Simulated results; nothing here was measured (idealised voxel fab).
process module | voxel wiring stack
cross-section cut | 285 nm wide | cells 5 nm
A cross-section is a grid of square cells, given in bands from the top down. A band is one or more rows of cells.
Each band's line starts with the height of the band's top and of its bottom, in nm. Then come its materials from left to right, each with its width in nm. One material with "throughout" fills the band from edge to edge. "air" is empty space.
Height 0 is the level under which the wafer as received is all one material. The lowest band goes on downwards, as in "0 down".
A width such as "30 to 40" changes by the same amount from each row of cells to the next, from the band's top row to its bottom row.
"no change" after a step means that no cell of the cross-section changed.
closed voids: empty space of 8 cells or more with no open way to the top, each as width x height at its distance from the left edge, in nm
after a step's settings: what the simulator itself notes on the step
overlay nm, on a step with a mask: how far to the right of its planned place the mask lay; to the left if negative
plan
1 op RECEIVE | material Si
2 op CONFORMAL_DEP | material SiO2 | thk nm 10
3 op CONFORMAL_DEP | material SiN | thk nm 5
4 op DIRECTIONAL_DEP | material lowk | thk nm 25
5 op MASKED_ETCH | tone open | mask id METAL_1 | width nm 25 | pitch nm 55 | etch materials lowk | depth nm 25 | overlay nm 0
6 op MASKED_ETCH | tone open | mask id METAL_1 | width nm 25 | pitch nm 55 | etch materials SiN | depth nm 5 | overlay nm 0
7 op CONFORMAL_DEP | material TiN | thk nm 5
8 op FILL_DEP | material Cu | thk nm 5
9 op CMP | height nm 40
10 op CONFORMAL_DEP | material SiCN | thk nm 5
11 op DIRECTIONAL_DEP | material SiO2 | thk nm 25
12 op DIRECTIONAL_DEP | material aC | thk nm 10
13 op PATTERN | tone open | mask id METAL_2_HOLES | material resist | width nm 15 | thk nm 30 | overlay nm 0
14 op DIRECTIONAL_ETCH | etch materials aC | depth nm 10
15 op STRIP | etch materials resist
16 op DIRECTIONAL_ETCH | etch materials SiO2 | depth nm 25
17 op STRIP | etch materials aC
18 op MASKED_ETCH | tone open | mask id METAL_2 | width nm 25 | pitch nm 55 | etch materials SiO2 | depth nm 15 | overlay nm 0
19 op MASKED_ETCH | tone open | mask id METAL_2 | width nm 25 | pitch nm 55 | etch materials SiCN | depth nm 5 | overlay nm 0
20 op CONFORMAL_DEP | material TiN | thk nm 5
21 op FILL_DEP | material Cu | thk nm 5
22 op CMP | height nm 70
23 op CONFORMAL_DEP | material SiCN | thk nm 5
24 op DIRECTIONAL_DEP | material SiO2 | thk nm 30
25 op MASKED_ETCH | tone open | mask id METAL_3 | width nm 25 | pitch nm 55 | etch materials SiO2 | depth nm 20 | overlay nm 0
26 op DIRECTIONAL_DEP | material aC | thk nm 10
27 op PATTERN | tone open | mask id METAL_3_HOLES | material resist | width nm 15 | pitch nm 55 | thk nm 25 | overlay nm 0
28 op DIRECTIONAL_ETCH | etch materials aC | depth nm 10
29 op STRIP | etch materials resist
30 op DIRECTIONAL_ETCH | etch materials SiO2 | depth nm 10
31 op DIRECTIONAL_ETCH | etch materials SiCN | depth nm 5
32 op STRIP | etch materials aC
33 op CONFORMAL_DEP | material TiN | thk nm 5
34 op FILL_DEP | material Cu | thk nm 5
35 op CMP | height nm 105
36 op CONFORMAL_DEP | material SiCN | thk nm 5
37 op DIRECTIONAL_DEP | material SiO2 | thk nm 25
38 op PATTERN | tone open | mask id METAL_4_HOLES | material resist | width nm 15 | pitch nm 55 | thk nm 20 | overlay nm 0
39 op DIRECTIONAL_ETCH | etch materials SiO2 | depth nm 25
40 op STRIP | etch materials resist
41 op PATTERN | tone open | mask id METAL_4 | material resist | width nm 25 | pitch nm 55 | thk nm 20 | overlay nm 0
42 op DIRECTIONAL_ETCH | etch materials SiO2 | depth nm 15
43 op DIRECTIONAL_ETCH | etch materials SiCN | depth nm 5
44 op STRIP | etch materials resist
45 op CONFORMAL_DEP | material TiN | thk nm 5
46 op FILL_DEP | material Cu | thk nm 10
47 op CMP | height nm 135
48 op CONFORMAL_DEP | material SiN | thk nm 5
first wafer, as planned
as received, after step 1
  0 down: Si throughout
  closed voids: none
after step 2
  10 to 0: SiO2 throughout
  below 0: unchanged
after step 3
  15 to 10: SiN throughout
  below 10: unchanged
after step 4
  40 to 15: lowk throughout
  below 15: unchanged
after step 5
  40 to 15: lowk 100 | air 25 | lowk 30 | air 25 | lowk 105
  below 15: unchanged
after step 6
  40 to 15: lowk 100 | air 25 | lowk 30 | air 25 | lowk 105
  15 to 10: SiN 100 | air 25 | SiN 30 | air 25 | SiN 105
  below 10: unchanged
after step 7
  45 to 40: TiN 105 | air 15 | TiN 40 | air 15 | TiN 110
  40 to 15: lowk 100 | TiN 5 | air 15 | TiN 5 | lowk 30 | TiN 5 | air 15 | TiN 5 | lowk 105
  15 to 10: SiN 100 | TiN 25 | SiN 30 | TiN 25 | SiN 105
  below 10: unchanged
after step 8
  50 to 45: Cu throughout
  45 to 40: TiN 105 | Cu 15 | TiN 40 | Cu 15 | TiN 110
  40 to 15: lowk 100 | TiN 5 | Cu 15 | TiN 5 | lowk 30 | TiN 5 | Cu 15 | TiN 5 | lowk 105
  below 15: unchanged
after step 9
  40 to 15: lowk 100 | TiN 5 | Cu 15 | TiN 5 | lowk 30 | TiN 5 | Cu 15 | TiN 5 | lowk 105
  below 15: unchanged
after step 10
  45 to 40: SiCN throughout
  below 40: unchanged
after step 11
  70 to 45: SiO2 throughout
  below 45: unchanged
after step 12
  80 to 70: aC throughout
  below 70: unchanged
after step 13
  110 to 80: resist 100 | air 15 | resist 170
  below 80: unchanged
after step 14
  100 to 80: resist 100 | air 15 | resist 170
  80 to 70: aC 100 | air 15 | aC 170
  below 70: unchanged
after step 15
  80 to 70: aC 100 | air 15 | aC 170
  below 70: unchanged
after step 16
  80 to 70: aC 100 | air 15 | aC 170
  70 to 45: SiO2 100 | air 15 | SiO2 170
  below 45: unchanged
after step 17
  70 to 45: SiO2 100 | air 15 | SiO2 170
  below 45: unchanged
after step 18
  70 to 55: SiO2 100 | air 25 | SiO2 30 | air 25 | SiO2 105
  below 55: unchanged
after step 19
  70 to 55: SiO2 100 | air 25 | SiO2 30 | air 25 | SiO2 105
  55 to 45: SiO2 100 | air 15 | SiO2 170
  45 to 40: SiCN 100 | air 15 | SiCN 170
  below 40: unchanged
after step 20
  75 to 70: TiN 105 | air 15 | TiN 40 | air 15 | TiN 110
  70 to 60: SiO2 100 | TiN 5 | air 15 | TiN 5 | SiO2 30 | TiN 5 | air 15 | TiN 5 | SiO2 105
  60 to 55: SiO2 100 | TiN 5 | air 5 | TiN 15 | SiO2 30 | TiN 25 | SiO2 105
  55 to 45: SiO2 100 | TiN 5 | air 5 | TiN 5 | SiO2 170
  45 to 40: SiCN 100 | TiN 15 | SiCN 170
  below 40: unchanged
after step 21
  80 to 75: Cu throughout
  75 to 70: TiN 105 | Cu 15 | TiN 40 | Cu 15 | TiN 110
  70 to 60: SiO2 100 | TiN 5 | Cu 15 | TiN 5 | SiO2 30 | TiN 5 | Cu 15 | TiN 5 | SiO2 105
  60 to 55: SiO2 100 | TiN 5 | Cu 5 | TiN 15 | SiO2 30 | TiN 25 | SiO2 105
  55 to 45: SiO2 100 | TiN 5 | Cu 5 | TiN 5 | SiO2 170
  below 45: unchanged
after step 22
  70 to 60: SiO2 100 | TiN 5 | Cu 15 | TiN 5 | SiO2 30 | TiN 5 | Cu 15 | TiN 5 | SiO2 105
  below 60: unchanged
after step 23
  75 to 70: SiCN throughout
  below 70: unchanged
after step 24
  105 to 75: SiO2 throughout
  below 75: unchanged
after step 25
  105 to 85: SiO2 100 | air 25 | SiO2 30 | air 25 | SiO2 105
  below 85: unchanged
after step 26
  115 to 105: aC 100 | air 25 | aC 30 | air 25 | aC 105
  105 to 95: SiO2 100 | air 25 | SiO2 30 | air 25 | SiO2 105
  95 to 85: SiO2 100 | aC 25 | SiO2 30 | aC 25 | SiO2 105
  below 85: unchanged
after step 27
  140 to 115: resist 100 | air 15 | resist 40 | air 15 | resist 115
  115 to 105: aC 100 | air 15 | resist 10 | aC 30 | air 15 | resist 10 | aC 105
  105 to 95: SiO2 100 | air 15 | resist 10 | SiO2 30 | air 15 | resist 10 | SiO2 105
  below 95: unchanged
after step 28
  130 to 115: resist 100 | air 15 | resist 40 | air 15 | resist 115
  115 to 105: aC 100 | air 15 | resist 10 | aC 30 | air 15 | resist 10 | aC 105
  105 to 95: SiO2 100 | air 15 | resist 10 | SiO2 30 | air 15 | resist 10 | SiO2 105
  95 to 85: SiO2 100 | air 15 | aC 10 | SiO2 30 | air 15 | aC 10 | SiO2 105
  below 85: unchanged
after step 29
  115 to 105: aC 100 | air 25 | aC 30 | air 25 | aC 105
  105 to 95: SiO2 100 | air 25 | SiO2 30 | air 25 | SiO2 105
  below 95: unchanged
after step 30
  115 to 105: aC 100 | air 25 | aC 30 | air 25 | aC 105
  105 to 95: SiO2 100 | air 25 | SiO2 30 | air 25 | SiO2 105
  95 to 85: SiO2 100 | air 15 | aC 10 | SiO2 30 | air 15 | aC 10 | SiO2 105
  85 to 75: SiO2 100 | air 15 | SiO2 40 | air 15 | SiO2 115
  below 75: unchanged
after step 31
  115 to 105: aC 100 | air 25 | aC 30 | air 25 | aC 105
  105 to 95: SiO2 100 | air 25 | SiO2 30 | air 25 | SiO2 105
  95 to 85: SiO2 100 | air 15 | aC 10 | SiO2 30 | air 15 | aC 10 | SiO2 105
  85 to 75: SiO2 100 | air 15 | SiO2 40 | air 15 | SiO2 115
  75 to 70: SiCN 100 | air 15 | SiCN 40 | air 15 | SiCN 115
  below 70: unchanged
after step 32
  105 to 85: SiO2 100 | air 25 | SiO2 30 | air 25 | SiO2 105
  below 85: unchanged
after step 33
  110 to 105: TiN 105 | air 15 | TiN 40 | air 15 | TiN 110
  105 to 90: SiO2 100 | TiN 5 | air 15 | TiN 5 | SiO2 30 | TiN 5 | air 15 | TiN 5 | SiO2 105
  90 to 85: SiO2 100 | TiN 5 | air 5 | TiN 15 | SiO2 30 | TiN 5 | air 5 | TiN 15 | SiO2 105
  85 to 75: SiO2 100 | TiN 5 | air 5 | TiN 5 | SiO2 40 | TiN 5 | air 5 | TiN 5 | SiO2 115
  75 to 70: SiCN 100 | TiN 15 | SiCN 40 | TiN 15 | SiCN 115
  below 70: unchanged
after step 34
  115 to 110: Cu throughout
  110 to 105: TiN 105 | Cu 15 | TiN 40 | Cu 15 | TiN 110
  105 to 90: SiO2 100 | TiN 5 | Cu 15 | TiN 5 | SiO2 30 | TiN 5 | Cu 15 | TiN 5 | SiO2 105
  90 to 85: SiO2 100 | TiN 5 | Cu 5 | TiN 15 | SiO2 30 | TiN 5 | Cu 5 | TiN 15 | SiO2 105
  85 to 75: SiO2 100 | TiN 5 | Cu 5 | TiN 5 | SiO2 40 | TiN 5 | Cu 5 | TiN 5 | SiO2 115
  below 75: unchanged
after step 35
  105 to 90: SiO2 100 | TiN 5 | Cu 15 | TiN 5 | SiO2 30 | TiN 5 | Cu 15 | TiN 5 | SiO2 105
  below 90: unchanged
after step 36
  110 to 105: SiCN throughout
  below 105: unchanged
after step 37
  135 to 110: SiO2 throughout
  below 110: unchanged
after step 38
  155 to 135: resist 100 | air 15 | resist 40 | air 15 | resist 115
  below 135: unchanged
after step 39
  155 to 135: resist 100 | air 15 | resist 40 | air 15 | resist 115
  135 to 110: SiO2 100 | air 15 | SiO2 40 | air 15 | SiO2 115
  below 110: unchanged
after step 40
  135 to 110: SiO2 100 | air 15 | SiO2 40 | air 15 | SiO2 115
  below 110: unchanged
after step 41
  155 to 135: resist 100 | air 25 | resist 30 | air 25 | resist 105
  below 135: unchanged
after step 42
  155 to 135: resist 100 | air 25 | resist 30 | air 25 | resist 105
  135 to 120: SiO2 100 | air 25 | SiO2 30 | air 25 | SiO2 105
  below 120: unchanged
after step 43
  155 to 135: resist 100 | air 25 | resist 30 | air 25 | resist 105
  135 to 120: SiO2 100 | air 25 | SiO2 30 | air 25 | SiO2 105
  120 to 110: SiO2 100 | air 15 | SiO2 40 | air 15 | SiO2 115
  110 to 105: SiCN 100 | air 15 | SiCN 40 | air 15 | SiCN 115
  below 105: unchanged
after step 44
  135 to 120: SiO2 100 | air 25 | SiO2 30 | air 25 | SiO2 105
  below 120: unchanged
after step 45
  140 to 135: TiN 105 | air 15 | TiN 40 | air 15 | TiN 110
  135 to 125: SiO2 100 | TiN 5 | air 15 | TiN 5 | SiO2 30 | TiN 5 | air 15 | TiN 5 | SiO2 105
  125 to 120: SiO2 100 | TiN 5 | air 5 | TiN 15 | SiO2 30 | TiN 5 | air 5 | TiN 15 | SiO2 105
  120 to 110: SiO2 100 | TiN 5 | air 5 | TiN 5 | SiO2 40 | TiN 5 | air 5 | TiN 5 | SiO2 115
  110 to 105: SiCN 100 | TiN 15 | SiCN 40 | TiN 15 | SiCN 115
  below 105: unchanged
after step 46
  150 to 140: Cu throughout
  140 to 135: TiN 105 | Cu 15 | TiN 40 | Cu 15 | TiN 110
  135 to 125: SiO2 100 | TiN 5 | Cu 15 | TiN 5 | SiO2 30 | TiN 5 | Cu 15 | TiN 5 | SiO2 105
  125 to 120: SiO2 100 | TiN 5 | Cu 5 | TiN 15 | SiO2 30 | TiN 5 | Cu 5 | TiN 15 | SiO2 105
  120 to 110: SiO2 100 | TiN 5 | Cu 5 | TiN 5 | SiO2 40 | TiN 5 | Cu 5 | TiN 5 | SiO2 115
  below 110: unchanged
after step 47
  135 to 125: SiO2 100 | TiN 5 | Cu 15 | TiN 5 | SiO2 30 | TiN 5 | Cu 15 | TiN 5 | SiO2 105
  below 125: unchanged
after step 48
  140 to 135: SiN throughout
  below 135: unchanged
second wafer: like start, like plan, one mistake. Through step 2 it matches the first wafer
when step 3 should have ended
  35 to 10: lowk throughout
  below 10: unchanged
when step 4 should have ended
  40 to 35: SiN throughout
  below 35: unchanged
when step 5 should have ended: no change
when step 6 should have ended
  40 to 35: SiN 100 | air 25 | SiN 30 | air 25 | SiN 105
  below 35: unchanged
when step 7 should have ended
  45 to 40: TiN 105 | air 15 | TiN 40 | air 15 | TiN 110
  40 to 35: SiN 100 | TiN 25 | SiN 30 | TiN 25 | SiN 105
  below 35: unchanged
when step 8 should have ended
  50 to 45: Cu throughout
  45 to 40: TiN 105 | Cu 15 | TiN 40 | Cu 15 | TiN 110
  below 40: unchanged
when step 9 should have ended
  40 to 35: SiN 100 | TiN 25 | SiN 30 | TiN 25 | SiN 105
  below 35: unchanged
when step 10 should have ended
  45 to 40: SiCN throughout
  below 40: unchanged
when step 11 should have ended
  70 to 45: SiO2 throughout
  below 45: unchanged
when step 12 should have ended
  80 to 70: aC throughout
  below 70: unchanged
when step 13 should have ended
  110 to 80: resist 100 | air 15 | resist 170
  below 80: unchanged
when step 14 should have ended
  100 to 80: resist 100 | air 15 | resist 170
  80 to 70: aC 100 | air 15 | aC 170
  below 70: unchanged
when step 15 should have ended
  80 to 70: aC 100 | air 15 | aC 170
  below 70: unchanged
when step 16 should have ended
  80 to 70: aC 100 | air 15 | aC 170
  70 to 45: SiO2 100 | air 15 | SiO2 170
  below 45: unchanged
when step 17 should have ended
  70 to 45: SiO2 100 | air 15 | SiO2 170
  below 45: unchanged
when step 18 should have ended
  70 to 55: SiO2 100 | air 25 | SiO2 30 | air 25 | SiO2 105
  below 55: unchanged
when step 19 should have ended
  70 to 55: SiO2 100 | air 25 | SiO2 30 | air 25 | SiO2 105
  55 to 45: SiO2 100 | air 15 | SiO2 170
  45 to 40: SiCN 100 | air 15 | SiCN 170
  below 40: unchanged
when step 20 should have ended
  75 to 70: TiN 105 | air 15 | TiN 40 | air 15 | TiN 110
  70 to 60: SiO2 100 | TiN 5 | air 15 | TiN 5 | SiO2 30 | TiN 5 | air 15 | TiN 5 | SiO2 105
  60 to 55: SiO2 100 | TiN 5 | air 5 | TiN 15 | SiO2 30 | TiN 25 | SiO2 105
  55 to 45: SiO2 100 | TiN 5 | air 5 | TiN 5 | SiO2 170
  45 to 40: SiCN 100 | TiN 15 | SiCN 170
  below 40: unchanged
when step 21 should have ended
  80 to 75: Cu throughout
  75 to 70: TiN 105 | Cu 15 | TiN 40 | Cu 15 | TiN 110
  70 to 60: SiO2 100 | TiN 5 | Cu 15 | TiN 5 | SiO2 30 | TiN 5 | Cu 15 | TiN 5 | SiO2 105
  60 to 55: SiO2 100 | TiN 5 | Cu 5 | TiN 15 | SiO2 30 | TiN 25 | SiO2 105
  55 to 45: SiO2 100 | TiN 5 | Cu 5 | TiN 5 | SiO2 170
  below 45: unchanged
when step 22 should have ended
  70 to 60: SiO2 100 | TiN 5 | Cu 15 | TiN 5 | SiO2 30 | TiN 5 | Cu 15 | TiN 5 | SiO2 105
  below 60: unchanged
when step 23 should have ended
  75 to 70: SiCN throughout
  below 70: unchanged
when step 24 should have ended
  105 to 75: SiO2 throughout
  below 75: unchanged
when step 25 should have ended
  105 to 85: SiO2 100 | air 25 | SiO2 30 | air 25 | SiO2 105
  below 85: unchanged
when step 26 should have ended
  115 to 105: aC 100 | air 25 | aC 30 | air 25 | aC 105
  105 to 95: SiO2 100 | air 25 | SiO2 30 | air 25 | SiO2 105
  95 to 85: SiO2 100 | aC 25 | SiO2 30 | aC 25 | SiO2 105
  below 85: unchanged
when step 27 should have ended
  140 to 115: resist 100 | air 15 | resist 40 | air 15 | resist 115
  115 to 105: aC 100 | air 15 | resist 10 | aC 30 | air 15 | resist 10 | aC 105
  105 to 95: SiO2 100 | air 15 | resist 10 | SiO2 30 | air 15 | resist 10 | SiO2 105
  below 95: unchanged
when step 28 should have ended
  130 to 115: resist 100 | air 15 | resist 40 | air 15 | resist 115
  115 to 105: aC 100 | air 15 | resist 10 | aC 30 | air 15 | resist 10 | aC 105
  105 to 95: SiO2 100 | air 15 | resist 10 | SiO2 30 | air 15 | resist 10 | SiO2 105
  95 to 85: SiO2 100 | air 15 | aC 10 | SiO2 30 | air 15 | aC 10 | SiO2 105
  below 85: unchanged
when step 29 should have ended
  115 to 105: aC 100 | air 25 | aC 30 | air 25 | aC 105
  105 to 95: SiO2 100 | air 25 | SiO2 30 | air 25 | SiO2 105
  below 95: unchanged
when step 30 should have ended
  115 to 105: aC 100 | air 25 | aC 30 | air 25 | aC 105
  105 to 95: SiO2 100 | air 25 | SiO2 30 | air 25 | SiO2 105
  95 to 85: SiO2 100 | air 15 | aC 10 | SiO2 30 | air 15 | aC 10 | SiO2 105
  85 to 75: SiO2 100 | air 15 | SiO2 40 | air 15 | SiO2 115
  below 75: unchanged
when step 31 should have ended
  115 to 105: aC 100 | air 25 | aC 30 | air 25 | aC 105
  105 to 95: SiO2 100 | air 25 | SiO2 30 | air 25 | SiO2 105
  95 to 85: SiO2 100 | air 15 | aC 10 | SiO2 30 | air 15 | aC 10 | SiO2 105
  85 to 75: SiO2 100 | air 15 | SiO2 40 | air 15 | SiO2 115
  75 to 70: SiCN 100 | air 15 | SiCN 40 | air 15 | SiCN 115
  below 70: unchanged
when step 32 should have ended
  105 to 85: SiO2 100 | air 25 | SiO2 30 | air 25 | SiO2 105
  below 85: unchanged
when step 33 should have ended
  110 to 105: TiN 105 | air 15 | TiN 40 | air 15 | TiN 110
  105 to 90: SiO2 100 | TiN 5 | air 15 | TiN 5 | SiO2 30 | TiN 5 | air 15 | TiN 5 | SiO2 105
  90 to 85: SiO2 100 | TiN 5 | air 5 | TiN 15 | SiO2 30 | TiN 5 | air 5 | TiN 15 | SiO2 105
  85 to 75: SiO2 100 | TiN 5 | air 5 | TiN 5 | SiO2 40 | TiN 5 | air 5 | TiN 5 | SiO2 115
  75 to 70: SiCN 100 | TiN 15 | SiCN 40 | TiN 15 | SiCN 115
  below 70: unchanged
when step 34 should have ended
  115 to 110: Cu throughout
  110 to 105: TiN 105 | Cu 15 | TiN 40 | Cu 15 | TiN 110
  105 to 90: SiO2 100 | TiN 5 | Cu 15 | TiN 5 | SiO2 30 | TiN 5 | Cu 15 | TiN 5 | SiO2 105
  90 to 85: SiO2 100 | TiN 5 | Cu 5 | TiN 15 | SiO2 30 | TiN 5 | Cu 5 | TiN 15 | SiO2 105
  85 to 75: SiO2 100 | TiN 5 | Cu 5 | TiN 5 | SiO2 40 | TiN 5 | Cu 5 | TiN 5 | SiO2 115
  below 75: unchanged
when step 35 should have ended
  105 to 90: SiO2 100 | TiN 5 | Cu 15 | TiN 5 | SiO2 30 | TiN 5 | Cu 15 | TiN 5 | SiO2 105
  below 90: unchanged
when step 36 should have ended
  110 to 105: SiCN throughout
  below 105: unchanged
when step 37 should have ended
  135 to 110: SiO2 throughout
  below 110: unchanged
when step 38 should have ended
  155 to 135: resist 100 | air 15 | resist 40 | air 15 | resist 115
  below 135: unchanged
when step 39 should have ended
  155 to 135: resist 100 | air 15 | resist 40 | air 15 | resist 115
  135 to 110: SiO2 100 | air 15 | SiO2 40 | air 15 | SiO2 115
  below 110: unchanged
when step 40 should have ended
  135 to 110: SiO2 100 | air 15 | SiO2 40 | air 15 | SiO2 115
  below 110: unchanged
when step 41 should have ended
  155 to 135: resist 100 | air 25 | resist 30 | air 25 | resist 105
  below 135: unchanged
when step 42 should have ended
  155 to 135: resist 100 | air 25 | resist 30 | air 25 | resist 105
  135 to 120: SiO2 100 | air 25 | SiO2 30 | air 25 | SiO2 105
  below 120: unchanged
when step 43 should have ended
  155 to 135: resist 100 | air 25 | resist 30 | air 25 | resist 105
  135 to 120: SiO2 100 | air 25 | SiO2 30 | air 25 | SiO2 105
  120 to 110: SiO2 100 | air 15 | SiO2 40 | air 15 | SiO2 115
  110 to 105: SiCN 100 | air 15 | SiCN 40 | air 15 | SiCN 115
  below 105: unchanged
when step 44 should have ended
  135 to 120: SiO2 100 | air 25 | SiO2 30 | air 25 | SiO2 105
  below 120: unchanged
when step 45 should have ended
  140 to 135: TiN 105 | air 15 | TiN 40 | air 15 | TiN 110
  135 to 125: SiO2 100 | TiN 5 | air 15 | TiN 5 | SiO2 30 | TiN 5 | air 15 | TiN 5 | SiO2 105
  125 to 120: SiO2 100 | TiN 5 | air 5 | TiN 15 | SiO2 30 | TiN 5 | air 5 | TiN 15 | SiO2 105
  120 to 110: SiO2 100 | TiN 5 | air 5 | TiN 5 | SiO2 40 | TiN 5 | air 5 | TiN 5 | SiO2 115
  110 to 105: SiCN 100 | TiN 15 | SiCN 40 | TiN 15 | SiCN 115
  below 105: unchanged
when step 46 should have ended
  150 to 140: Cu throughout
  140 to 135: TiN 105 | Cu 15 | TiN 40 | Cu 15 | TiN 110
  135 to 125: SiO2 100 | TiN 5 | Cu 15 | TiN 5 | SiO2 30 | TiN 5 | Cu 15 | TiN 5 | SiO2 105
  125 to 120: SiO2 100 | TiN 5 | Cu 5 | TiN 15 | SiO2 30 | TiN 5 | Cu 5 | TiN 15 | SiO2 105
  120 to 110: SiO2 100 | TiN 5 | Cu 5 | TiN 5 | SiO2 40 | TiN 5 | Cu 5 | TiN 5 | SiO2 115
  below 110: unchanged
when step 47 should have ended
  135 to 125: SiO2 100 | TiN 5 | Cu 15 | TiN 5 | SiO2 30 | TiN 5 | Cu 15 | TiN 5 | SiO2 105
  below 125: unchanged
when step 48 should have ended
  140 to 135: SiN throughout
  below 135: unchanged
what went wrong: steps 3 and 4 were swapped
at the end the second wafer has, in cells: 30 fewer of Cu | 20 fewer of TiN | 50 more of lowk
